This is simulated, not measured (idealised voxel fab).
Process module name: voxel wiring stack
The width of the displayed cross-section, cut, is 270 nm; its cells are square, with a size of 5 nm.
In what follows, cross-sections appear as grids of square cells, described through bands that run from the top down, where every band is one or more rows of cells.
Top height, bottom height, nm. Materials left to right, width each, nm. Single material + "edge to edge" = fills band edge to edge. "air" = empty.
Height is counted from the level 0, under which the received wafer is composed throughout of one material. The lowest of the bands is not closed at the bottom but continues downward, in the notation "0 nm and below".
With a width like "30->40", each row of cells in the band differs from the next by the same amount, the top row carrying the first number and the bottom row the second.
"identical to before", as given for a step, is the statement that not any cell of the cross-section underwent a change during that step.
You'll see "Sealed voids" listing empty spaces that have no way open to the top, as long as they're 8 cells or more; the notation is width x height at distance, where the distance is from the left edge, and all of it is in nm.
Heads up: the bit after the settings on a step's line is the simulator's remark on that step.
overlay nm: mask right of planned place by this much (step with mask). Neg. = left.

## This section lists the process steps that were planned
1) RECEIVE [material Si]
2) CONFORMAL_DEP [material SiO2] [thk nm 10]
3) DIRECTIONAL_DEP [material TiN] [thk nm 5]
4) DIRECTIONAL_DEP [material W] [thk nm 15]
5) MASKED_ETCH [tone cover] [mask id METAL_1] [width nm 25] [pitch nm 40] [etch materials W] [depth nm 15] [overlay nm 0]
6) MASKED_ETCH [tone cover] [mask id METAL_1] [width nm 25] [pitch nm 40] [etch materials TiN] [depth nm 5] [overlay nm 0]
7) FILL_DEP [material lowk] [thk nm 10]
8) CMP [height nm 30]
9) CONFORMAL_DEP [material SiCN] [thk nm 5]
10) DIRECTIONAL_DEP [material SiO2] [thk nm 10]
11) DIRECTIONAL_DEP [material aC] [thk nm 15]
12) PATTERN [tone open] [mask id PLUG_1] [material resist] [width nm 15] [pitch nm 40] [thk nm 30] [overlay nm 0]
13) DIRECTIONAL_ETCH [etch materials aC] [depth nm 15]
14) STRIP [etch materials resist]
15) DIRECTIONAL_ETCH [etch materials SiO2] [depth nm 10]
16) DIRECTIONAL_ETCH [etch materials SiCN] [depth nm 5]
17) STRIP [etch materials aC]
18) CONFORMAL_DEP [material TiN] [thk nm 5]
19) FILL_DEP [material W] [thk nm 5]
20) CMP [height nm 45]
21) CONFORMAL_DEP [material SiCN] [thk nm 5]
22) DIRECTIONAL_DEP [material SiO2] [thk nm 15]
23) MASKED_ETCH [tone open] [mask id METAL_2] [width nm 25] [pitch nm 40] [etch materials SiO2] [depth nm 15] [overlay nm 0]
24) MASKED_ETCH [tone open] [mask id METAL_2] [width nm 25] [pitch nm 40] [etch materials SiCN] [depth nm 5] [overlay nm 0]
25) CONFORMAL_DEP [material TiN] [thk nm 5]
26) FILL_DEP [material Cu] [thk nm 5]
27) CMP [height nm 65]
28) CONFORMAL_DEP [material SiCN] [thk nm 5]
29) DIRECTIONAL_DEP [material lowk] [thk nm 35]
30) DIRECTIONAL_DEP [material aC] [thk nm 15]
31) PATTERN [tone open] [mask id METAL_3_HOLES] [material resist] [width nm 15] [pitch nm 40] [thk nm 30] [overlay nm 0]
32) DIRECTIONAL_ETCH [etch materials aC] [depth nm 15]
33) STRIP [etch materials resist]
34) DIRECTIONAL_ETCH [etch materials lowk] [depth nm 35]
35) STRIP [etch materials aC]
36) DIRECTIONAL_DEP [material aC] [thk nm 15]
37) PATTERN [tone open] [mask id METAL_3] [material resist] [width nm 25] [pitch nm 40] [thk nm 35] [overlay nm 0]
38) DIRECTIONAL_ETCH [etch materials aC] [depth nm 15]
39) STRIP [etch materials resist]
40) DIRECTIONAL_ETCH [etch materials lowk] [depth nm 20]
41) DIRECTIONAL_ETCH [etch materials SiCN] [depth nm 5]
42) STRIP [etch materials aC]
43) CONFORMAL_DEP [material TiN] [thk nm 5]
44) FILL_DEP [material Ru] [thk nm 5]
45) CMP [height nm 105]
46) CONFORMAL_DEP [material SiCN] [thk nm 5]
47) DIRECTIONAL_DEP [material SiO2] [thk nm 25]
48) PATTERN [tone open] [mask id METAL_4] [material resist] [width nm 25] [pitch nm 40] [thk nm 15] [overlay nm 0]
49) DIRECTIONAL_ETCH [etch materials SiO2] [depth nm 15]
50) STRIP [etch materials resist]
51) DIRECTIONAL_DEP [material aC] [thk nm 15]
52) PATTERN [tone open] [mask id METAL_4_HOLES] [material resist] [width nm 15] [pitch nm 80] [thk nm 35] [overlay nm 0]
53) DIRECTIONAL_ETCH [etch materials aC] [depth nm 15]
54) STRIP [etch materials resist]
55) DIRECTIONAL_ETCH [etch materials SiO2] [depth nm 10]
56) DIRECTIONAL_ETCH [etch materials SiCN] [depth nm 5]
57) STRIP [etch materials aC]
58) CONFORMAL_DEP [material TiN] [thk nm 5]
59) FILL_DEP [material Ru] [thk nm 5]
60) CMP [height nm 135]
61) CONFORMAL_DEP [material SiN] [thk nm 5]
Be aware that, although all wafers share a common starting state, the width nm at step 31 differs among them, and the plan displays the first wafer's value.

## After step 1, as received: first of several wafers, cross-section
	0 nm and below: Si edge to edge
	Sealed voids: none

## The first of several wafers, seen in cross-section after the module's last step, step 61
	140 nm to 135 nm: SiN edge to edge
	135 nm to 125 nm: SiO2 80 nm, TiN 5 nm, Ru 15 nm, TiN 5 nm, SiO2 15 nm, TiN 5 nm, Ru 15 nm, TiN 5 nm, SiO2 15 nm, TiN 5 nm, Ru 15 nm, TiN 5 nm, SiO2 85 nm
	125 nm to 120 nm: SiO2 80 nm, TiN 5 nm, Ru 5 nm, TiN 15 nm, SiO2 15 nm, TiN 25 nm, SiO2 15 nm, TiN 5 nm, Ru 5 nm, TiN 15 nm, SiO2 85 nm
	120 nm to 110 nm: SiO2 80 nm, TiN 5 nm, Ru 5 nm, TiN 5 nm, SiO2 65 nm, TiN 5 nm, Ru 5 nm, TiN 5 nm, SiO2 95 nm
	110 nm to 105 nm: SiCN 80 nm, TiN 15 nm, SiCN 65 nm, TiN 15 nm, SiCN 95 nm
	105 nm to 90 nm: lowk 80 nm, TiN 5 nm, Ru 15 nm, TiN 5 nm, lowk 15 nm, TiN 5 nm, Ru 15 nm, TiN 5 nm, lowk 15 nm, TiN 5 nm, Ru 15 nm, TiN 5 nm, lowk 85 nm
	90 nm to 85 nm: lowk 80 nm, TiN 5 nm, Ru 5 nm, TiN 15 nm, lowk 15 nm, TiN 5 nm, Ru 5 nm, TiN 15 nm, lowk 15 nm, TiN 5 nm, Ru 5 nm, TiN 15 nm, lowk 85 nm
	85 nm to 70 nm: lowk 80 nm, TiN 5 nm, Ru 5 nm, TiN 5 nm, lowk 25 nm, TiN 5 nm, Ru 5 nm, TiN 5 nm, lowk 25 nm, TiN 5 nm, Ru 5 nm, TiN 5 nm, lowk 95 nm
	70 nm to 65 nm: SiCN 80 nm, TiN 15 nm, SiCN 25 nm, TiN 15 nm, SiCN 25 nm, TiN 15 nm, SiCN 95 nm
	65 nm to 50 nm: SiO2 80 nm, TiN 5 nm, Cu 15 nm, TiN 5 nm, SiO2 15 nm, TiN 5 nm, Cu 15 nm, TiN 5 nm, SiO2 15 nm, TiN 5 nm, Cu 15 nm, TiN 5 nm, SiO2 85 nm
	50 nm to 45 nm: SiCN 80 nm, TiN 25 nm, SiCN 15 nm, TiN 25 nm, SiCN 15 nm, TiN 25 nm, SiCN 85 nm
	45 nm to 35 nm: SiO2 80 nm, TiN 5 nm, W 5 nm, TiN 5 nm, SiO2 25 nm, TiN 5 nm, W 5 nm, TiN 5 nm, SiO2 25 nm, TiN 5 nm, W 5 nm, TiN 5 nm, SiO2 95 nm
	35 nm to 30 nm: SiCN 80 nm, TiN 15 nm, SiCN 25 nm, TiN 15 nm, SiCN 25 nm, TiN 15 nm, SiCN 95 nm
	30 nm to 15 nm: lowk 80 nm, W 25 nm, lowk 15 nm, W 25 nm, lowk 15 nm, W 25 nm, lowk 85 nm
	15 nm to 10 nm: lowk 80 nm, TiN 25 nm, lowk 15 nm, TiN 25 nm, lowk 15 nm, TiN 25 nm, lowk 85 nm
	10 nm to 0 nm: SiO2 edge to edge
	0 nm and below: Si edge to edge
	Sealed voids: none

## Of the several wafers, the last: cross-section at the end of the module
	140 nm to 135 nm: SiN edge to edge
	135 nm to 125 nm: SiO2 80 nm, TiN 5 nm, Ru 15 nm, TiN 5 nm, SiO2 15 nm, TiN 5 nm, Ru 15 nm, TiN 5 nm, SiO2 15 nm, TiN 5 nm, Ru 15 nm, TiN 5 nm, SiO2 85 nm
	125 nm to 120 nm: SiO2 80 nm, TiN 5 nm, Ru 5 nm, TiN 15 nm, SiO2 15 nm, TiN 25 nm, SiO2 15 nm, TiN 5 nm, Ru 5 nm, TiN 15 nm, SiO2 85 nm
	120 nm to 110 nm: SiO2 80 nm, TiN 5 nm, Ru 5 nm, TiN 5 nm, SiO2 65 nm, TiN 5 nm, Ru 5 nm, TiN 5 nm, SiO2 95 nm
	110 nm to 105 nm: SiCN 80 nm, TiN 15 nm, SiCN 65 nm, TiN 15 nm, SiCN 95 nm
	105 nm to 90 nm: lowk 75 nm, TiN 5 nm, Ru 20 nm, TiN 5 nm, lowk 10 nm, TiN 5 nm, Ru 20 nm, TiN 5 nm, lowk 10 nm, TiN 5 nm, Ru 20 nm, TiN 5 nm, lowk 85 nm
	90 nm to 85 nm: lowk 75 nm, TiN 5 nm, Ru 15 nm, TiN 10 nm, lowk 10 nm, TiN 5 nm, Ru 15 nm, TiN 10 nm, lowk 10 nm, TiN 5 nm, Ru 15 nm, TiN 10 nm, lowk 85 nm
	85 nm to 75 nm: lowk 75 nm, TiN 5 nm, Ru 15 nm, TiN 5 nm, lowk 15 nm, TiN 5 nm, Ru 15 nm, TiN 5 nm, lowk 15 nm, TiN 5 nm, Ru 15 nm, TiN 5 nm, lowk 90 nm
	75 nm to 70 nm: lowk 75 nm, TiN 10 nm, Ru 10 nm, TiN 5 nm, lowk 15 nm, TiN 10 nm, Ru 10 nm, TiN 5 nm, lowk 15 nm, TiN 10 nm, Ru 10 nm, TiN 5 nm, lowk 90 nm
	70 nm to 65 nm: SiCN 80 nm, TiN 20 nm, SiCN 20 nm, TiN 20 nm, SiCN 20 nm, TiN 20 nm, SiCN 90 nm
	65 nm to 50 nm: SiO2 80 nm, TiN 5 nm, Cu 15 nm, TiN 5 nm, SiO2 15 nm, TiN 5 nm, Cu 15 nm, TiN 5 nm, SiO2 15 nm, TiN 5 nm, Cu 15 nm, TiN 5 nm, SiO2 85 nm
	50 nm to 45 nm: SiCN 80 nm, TiN 25 nm, SiCN 15 nm, TiN 25 nm, SiCN 15 nm, TiN 25 nm, SiCN 85 nm
	45 nm to 35 nm: SiO2 80 nm, TiN 5 nm, W 5 nm, TiN 5 nm, SiO2 25 nm, TiN 5 nm, W 5 nm, TiN 5 nm, SiO2 25 nm, TiN 5 nm, W 5 nm, TiN 5 nm, SiO2 95 nm
	35 nm to 30 nm: SiCN 80 nm, TiN 15 nm, SiCN 25 nm, TiN 15 nm, SiCN 25 nm, TiN 15 nm, SiCN 95 nm
	30 nm to 15 nm: lowk 80 nm, W 25 nm, lowk 15 nm, W 25 nm, lowk 15 nm, W 25 nm, lowk 85 nm
	15 nm to 10 nm: lowk 80 nm, TiN 25 nm, lowk 15 nm, TiN 25 nm, lowk 15 nm, TiN 25 nm, lowk 85 nm
	10 nm to 0 nm: SiO2 edge to edge
	0 nm and below: Si edge to edge
	Sealed voids: none

## The rows of the table below are wafers. Looking at the end of the module, a row counts, for every material, the cells the wafer has gained, shown as (+), or lost, shown as (-), since it was received; its closed voids come next
width nm 15 | +27 Cu | +63 Ru | +177 SiCN | +54 SiN | +528 SiO2 | +165 TiN | +51 W | +447 lowk | Sealed voids: none
width nm 20 | +27 Cu | +75 Ru | +174 SiCN | +54 SiN | +528 SiO2 | +165 TiN | +51 W | +438 lowk | Sealed voids: none
width nm 25 | +27 Cu | +93 Ru | +174 SiCN | +54 SiN | +528 SiO2 | +168 TiN | +51 W | +417 lowk | Sealed voids: none
